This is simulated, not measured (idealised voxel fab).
Process module heading - voxel gate over fins
We display cut, a cross-section 290 nm in width whose square cells are each 5 nm.
Cross-section spec: square-cell grid; bands listed top down; each band is one or more rows.
A band entry consists of two parts. The first gives the height of the band's top and the height of its bottom, in nm. The rest lists the band's materials from left to right, each with its width in nm. A single material labelled with the word "edge to edge" fills the band from edge to edge, and the word "empty" marks empty space.
Where do heights start? At 0: under that level the wafer as delivered is made of one material only. And the lowest band has no floor; it just carries on downward, as in "from 0 down".
Width "30..40": first value at the band's top row of cells, second value at its bottom row, equal change from row to row.
No cell of the cross-section changed in a step that is given as "no modifications".
Empty spaces without an open route to the top, at least 8 cells in extent, make up the entry "Voids, sealed"; each is given as width x height at distance, where the distance is measured from the left edge, and all are in nm.
after a step's settings: what the simulator itself notes on the step
A step line may carry the setting "overlay nm", which, for steps involving a mask, states the distance by which the mask lay to the right of its intended position; negative values denote displacement to the left.

STEPS IN THE PROCESS PLAN
| 1 | RECEIVE: material Si |
| 2 | CONFORMAL_DEP: material SiN, thk nm 5 |
| 3 | PATTERN: tone cover, mask id FINS, material resist, width nm 15, pitch nm 35, thk nm 20, overlay nm 0 |
| 4 | DIRECTIONAL_ETCH: etch materials SiN, depth nm 5 |
| 5 | DIRECTIONAL_ETCH: etch materials Si, depth nm 35 |
| 6 | STRIP: etch materials resist |
| 7 | FILL_DEP: material SiO2, thk nm 5 |
| 8 | CMP: height nm 5 |
| 9 | SELECTIVE_ETCH: etch materials SiO2, depth nm 20 |
| 10 | STRIP: etch materials SiN |
| 11 | CONFORMAL_DEP: material HfO2, thk nm 5 |
| 12 | CONFORMAL_DEP: material TiN, thk nm 5 |
| 13 | CONFORMAL_DEP: material TiAl, thk nm 5 |
| 14 | CONFORMAL_DEP: material TiN, thk nm 5 |
| 15 | FILL_DEP: material W, thk nm 10 |
| 16 | CMP: height nm 25 |
| 17 | CONFORMAL_DEP: material SiCN, thk nm 5 |

RUN AS PLANNED: FIRST OF TWO WAFERS

STEP 1 COMPLETE: CROSS-SECTION OF THE WAFER AS RECEIVED
- from 0 down | Si edge to edge
- Voids, sealed: none

CROSS-SECTION OF THE WAFER SUBSEQUENT TO STEP 2
- from 5 to 0 | SiN edge to edge
- Anything lower than 0 is untouched.

CROSS-SECTION OF THE WAFER SUBSEQUENT TO STEP 3
- from 25 to 5 | empty 100; resist 15; empty 20; resist 15; empty 20; resist 15; empty 105
- Anything lower than 5 is untouched.

CROSS-SECTION OF THE WAFER SUBSEQUENT TO STEP 4
- from 25 to 5 | empty 100; resist 15; empty 20; resist 15; empty 20; resist 15; empty 105
- from 5 to 0 | empty 100; SiN 15; empty 20; SiN 15; empty 20; SiN 15; empty 105
- Anything lower than 0 is untouched.

CROSS-SECTION OF THE WAFER SUBSEQUENT TO STEP 5
- from 25 to 5 | empty 100; resist 15; empty 20; resist 15; empty 20; resist 15; empty 105
- from 5 to 0 | empty 100; SiN 15; empty 20; SiN 15; empty 20; SiN 15; empty 105
- from 0 to -35 | empty 100; Si 15; empty 20; Si 15; empty 20; Si 15; empty 105
- Anything lower than -35 is untouched.

CROSS-SECTION OF THE WAFER SUBSEQUENT TO STEP 6
- from 5 to 0 | empty 100; SiN 15; empty 20; SiN 15; empty 20; SiN 15; empty 105
- Anything lower than 0 is untouched.

CROSS-SECTION OF THE WAFER SUBSEQUENT TO STEP 7
- from 10 to 5 | SiO2 edge to edge
- from 5 to 0 | SiO2 100; SiN 15; SiO2 20; SiN 15; SiO2 20; SiN 15; SiO2 105
- from 0 to -35 | SiO2 100; Si 15; SiO2 20; Si 15; SiO2 20; Si 15; SiO2 105
- Anything lower than -35 is untouched.

CROSS-SECTION OF THE WAFER SUBSEQUENT TO STEP 8
- from 5 to 0 | SiO2 100; SiN 15; SiO2 20; SiN 15; SiO2 20; SiN 15; SiO2 105
- Anything lower than 0 is untouched.

CROSS-SECTION OF THE WAFER SUBSEQUENT TO STEP 9
- from 5 to 0 | empty 100; SiN 15; empty 20; SiN 15; empty 20; SiN 15; empty 105
- from 0 to -15 | empty 100; Si 15; empty 20; Si 15; empty 20; Si 15; empty 105
- Anything lower than -15 is untouched.

CROSS-SECTION OF THE WAFER SUBSEQUENT TO STEP 10
- from 0 to -15 | empty 100; Si 15; empty 20; Si 15; empty 20; Si 15; empty 105
- Anything lower than -15 is untouched.

CROSS-SECTION OF THE WAFER SUBSEQUENT TO STEP 11
- from 5 to 0 | empty 95; HfO2 25; empty 10; HfO2 25; empty 10; HfO2 25; empty 100
- from 0 to -10 | empty 95; HfO2 5; Si 15; HfO2 5; empty 10; HfO2 5; Si 15; HfO2 5; empty 10; HfO2 5; Si 15; HfO2 5; empty 100
- from -10 to -15 | HfO2 100; Si 15; HfO2 20; Si 15; HfO2 20; Si 15; HfO2 105
- Anything lower than -15 is untouched.

CROSS-SECTION OF THE WAFER SUBSEQUENT TO STEP 12
- from 10 to 5 | empty 90; TiN 105; empty 95
- from 5 to 0 | empty 90; TiN 5; HfO2 25; TiN 10; HfO2 25; TiN 10; HfO2 25; TiN 5; empty 95
- from 0 to -5 | empty 90; TiN 5; HfO2 5; Si 15; HfO2 5; TiN 10; HfO2 5; Si 15; HfO2 5; TiN 10; HfO2 5; Si 15; HfO2 5; TiN 5; empty 95
- from -5 to -10 | TiN 95; HfO2 5; Si 15; HfO2 5; TiN 10; HfO2 5; Si 15; HfO2 5; TiN 10; HfO2 5; Si 15; HfO2 5; TiN 100
- Anything lower than -10 is untouched.

CROSS-SECTION OF THE WAFER SUBSEQUENT TO STEP 13
- from 15 to 10 | empty 85; TiAl 115; empty 90
- from 10 to 5 | empty 85; TiAl 5; TiN 105; TiAl 5; empty 90
- from 5 to 0 | empty 85; TiAl 5; TiN 5; HfO2 25; TiN 10; HfO2 25; TiN 10; HfO2 25; TiN 5; TiAl 5; empty 90
- from 0 to -5 | TiAl 90; TiN 5; HfO2 5; Si 15; HfO2 5; TiN 10; HfO2 5; Si 15; HfO2 5; TiN 10; HfO2 5; Si 15; HfO2 5; TiN 5; TiAl 95
- Anything lower than -5 is untouched.

CROSS-SECTION OF THE WAFER SUBSEQUENT TO STEP 14
- from 20 to 15 | empty 80; TiN 125; empty 85
- from 15 to 10 | empty 80; TiN 5; TiAl 115; TiN 5; empty 85
- from 10 to 5 | empty 80; TiN 5; TiAl 5; TiN 105; TiAl 5; TiN 5; empty 85
- from 5 to 0 | TiN 85; TiAl 5; TiN 5; HfO2 25; TiN 10; HfO2 25; TiN 10; HfO2 25; TiN 5; TiAl 5; TiN 90
- Anything lower than 0 is untouched.

CROSS-SECTION OF THE WAFER SUBSEQUENT TO STEP 15
- from 30 to 20 | W edge to edge
- from 20 to 15 | W 80; TiN 125; W 85
- from 15 to 10 | W 80; TiN 5; TiAl 115; TiN 5; W 85
- from 10 to 5 | W 80; TiN 5; TiAl 5; TiN 105; TiAl 5; TiN 5; W 85
- Anything lower than 5 is untouched.

CROSS-SECTION OF THE WAFER SUBSEQUENT TO STEP 16
- from 25 to 20 | W edge to edge
- Anything lower than 20 is untouched.

CROSS-SECTION OF THE WAFER SUBSEQUENT TO STEP 17
- from 30 to 25 | SiCN edge to edge
- Anything lower than 25 is untouched.

SECOND WAFER. START AND PLAN AS FOR THE FIRST. ONE MISTAKE MADE IN RUNNING. AGREES WITH THE FIRST UP TO AND INCLUDING STEP 2

HERE IS THE SECOND WAFER IN CROSS-SECTION AT THE POINT WHERE STEP 3 OF THE PLAN SHOULD HAVE BEEN DONE
- from 25 to 5 | empty 95; resist 15; empty 20; resist 15; empty 20; resist 15; empty 110
- Anything lower than 5 is untouched.

HERE IS THE SECOND WAFER IN CROSS-SECTION AT THE POINT WHERE STEP 4 OF THE PLAN SHOULD HAVE BEEN DONE
- from 25 to 5 | empty 95; resist 15; empty 20; resist 15; empty 20; resist 15; empty 110
- from 5 to 0 | empty 95; SiN 15; empty 20; SiN 15; empty 20; SiN 15; empty 110
- Anything lower than 0 is untouched.

HERE IS THE SECOND WAFER IN CROSS-SECTION AT THE POINT WHERE STEP 5 OF THE PLAN SHOULD HAVE BEEN DONE
- from 25 to 5 | empty 95; resist 15; empty 20; resist 15; empty 20; resist 15; empty 110
- from 5 to 0 | empty 95; SiN 15; empty 20; SiN 15; empty 20; SiN 15; empty 110
- from 0 to -35 | empty 95; Si 15; empty 20; Si 15; empty 20; Si 15; empty 110
- Anything lower than -35 is untouched.

HERE IS THE SECOND WAFER IN CROSS-SECTION AT THE POINT WHERE STEP 6 OF THE PLAN SHOULD HAVE BEEN DONE
- from 5 to 0 | empty 95; SiN 15; empty 20; SiN 15; empty 20; SiN 15; empty 110
- Anything lower than 0 is untouched.

HERE IS THE SECOND WAFER IN CROSS-SECTION AT THE POINT WHERE STEP 7 OF THE PLAN SHOULD HAVE BEEN DONE
- from 10 to 5 | SiO2 edge to edge
- from 5 to 0 | SiO2 95; SiN 15; SiO2 20; SiN 15; SiO2 20; SiN 15; SiO2 110
- from 0 to -35 | SiO2 95; Si 15; SiO2 20; Si 15; SiO2 20; Si 15; SiO2 110
- Anything lower than -35 is untouched.

HERE IS THE SECOND WAFER IN CROSS-SECTION AT THE POINT WHERE STEP 8 OF THE PLAN SHOULD HAVE BEEN DONE
- from 5 to 0 | SiO2 95; SiN 15; SiO2 20; SiN 15; SiO2 20; SiN 15; SiO2 110
- Anything lower than 0 is untouched.

HERE IS THE SECOND WAFER IN CROSS-SECTION AT THE POINT WHERE STEP 9 OF THE PLAN SHOULD HAVE BEEN DONE
- from 5 to 0 | empty 95; SiN 15; empty 20; SiN 15; empty 20; SiN 15; empty 110
- from 0 to -15 | empty 95; Si 15; empty 20; Si 15; empty 20; Si 15; empty 110
- Anything lower than -15 is untouched.

HERE IS THE SECOND WAFER IN CROSS-SECTION AT THE POINT WHERE STEP 10 OF THE PLAN SHOULD HAVE BEEN DONE
- from 0 to -15 | empty 95; Si 15; empty 20; Si 15; empty 20; Si 15; empty 110
- Anything lower than -15 is untouched.

HERE IS THE SECOND WAFER IN CROSS-SECTION AT THE POINT WHERE STEP 11 OF THE PLAN SHOULD HAVE BEEN DONE
- from 5 to 0 | empty 90; HfO2 25; empty 10; HfO2 25; empty 10; HfO2 25; empty 105
- from 0 to -10 | empty 90; HfO2 5; Si 15; HfO2 5; empty 10; HfO2 5; Si 15; HfO2 5; empty 10; HfO2 5; Si 15; HfO2 5; empty 105
- from -10 to -15 | HfO2 95; Si 15; HfO2 20; Si 15; HfO2 20; Si 15; HfO2 110
- Anything lower than -15 is untouched.

HERE IS THE SECOND WAFER IN CROSS-SECTION AT THE POINT WHERE STEP 12 OF THE PLAN SHOULD HAVE BEEN DONE
- from 10 to 5 | empty 85; TiN 105; empty 100
- from 5 to 0 | empty 85; TiN 5; HfO2 25; TiN 10; HfO2 25; TiN 10; HfO2 25; TiN 5; empty 100
- from 0 to -5 | empty 85; TiN 5; HfO2 5; Si 15; HfO2 5; TiN 10; HfO2 5; Si 15; HfO2 5; TiN 10; HfO2 5; Si 15; HfO2 5; TiN 5; empty 100
- from -5 to -10 | TiN 90; HfO2 5; Si 15; HfO2 5; TiN 10; HfO2 5; Si 15; HfO2 5; TiN 10; HfO2 5; Si 15; HfO2 5; TiN 105
- Anything lower than -10 is untouched.

HERE IS THE SECOND WAFER IN CROSS-SECTION AT THE POINT WHERE STEP 13 OF THE PLAN SHOULD HAVE BEEN DONE
- from 15 to 10 | empty 80; TiAl 115; empty 95
- from 10 to 5 | empty 80; TiAl 5; TiN 105; TiAl 5; empty 95
- from 5 to 0 | empty 80; TiAl 5; TiN 5; HfO2 25; TiN 10; HfO2 25; TiN 10; HfO2 25; TiN 5; TiAl 5; empty 95
- from 0 to -5 | TiAl 85; TiN 5; HfO2 5; Si 15; HfO2 5; TiN 10; HfO2 5; Si 15; HfO2 5; TiN 10; HfO2 5; Si 15; HfO2 5; TiN 5; TiAl 100
- Anything lower than -5 is untouched.

HERE IS THE SECOND WAFER IN CROSS-SECTION AT THE POINT WHERE STEP 14 OF THE PLAN SHOULD HAVE BEEN DONE
- from 20 to 15 | empty 75; TiN 125; empty 90
- from 15 to 10 | empty 75; TiN 5; TiAl 115; TiN 5; empty 90
- from 10 to 5 | empty 75; TiN 5; TiAl 5; TiN 105; TiAl 5; TiN 5; empty 90
- from 5 to 0 | TiN 80; TiAl 5; TiN 5; HfO2 25; TiN 10; HfO2 25; TiN 10; HfO2 25; TiN 5; TiAl 5; TiN 95
- Anything lower than 0 is untouched.

HERE IS THE SECOND WAFER IN CROSS-SECTION AT THE POINT WHERE STEP 15 OF THE PLAN SHOULD HAVE BEEN DONE
- from 30 to 20 | W edge to edge
- from 20 to 15 | W 75; TiN 125; W 90
- from 15 to 10 | W 75; TiN 5; TiAl 115; TiN 5; W 90
- from 10 to 5 | W 75; TiN 5; TiAl 5; TiN 105; TiAl 5; TiN 5; W 90
- Anything lower than 5 is untouched.

HERE IS THE SECOND WAFER IN CROSS-SECTION AT THE POINT WHERE STEP 16 OF THE PLAN SHOULD HAVE BEEN DONE
- from 25 to 20 | W edge to edge
- Anything lower than 20 is untouched.

HERE IS THE SECOND WAFER IN CROSS-SECTION AT THE POINT WHERE STEP 17 OF THE PLAN SHOULD HAVE BEEN DONE
- from 30 to 25 | SiCN edge to edge
- Anything lower than 25 is untouched.
What broke from the plan during processing? step 3 did not use the planned setting and instead ran as PATTERN: tone cover, mask id FINS, material resist, width nm 15, pitch nm 35, thk nm 20, overlay nm -5
at the end the second wafer has, in cells: as many of each material as the first, in other places
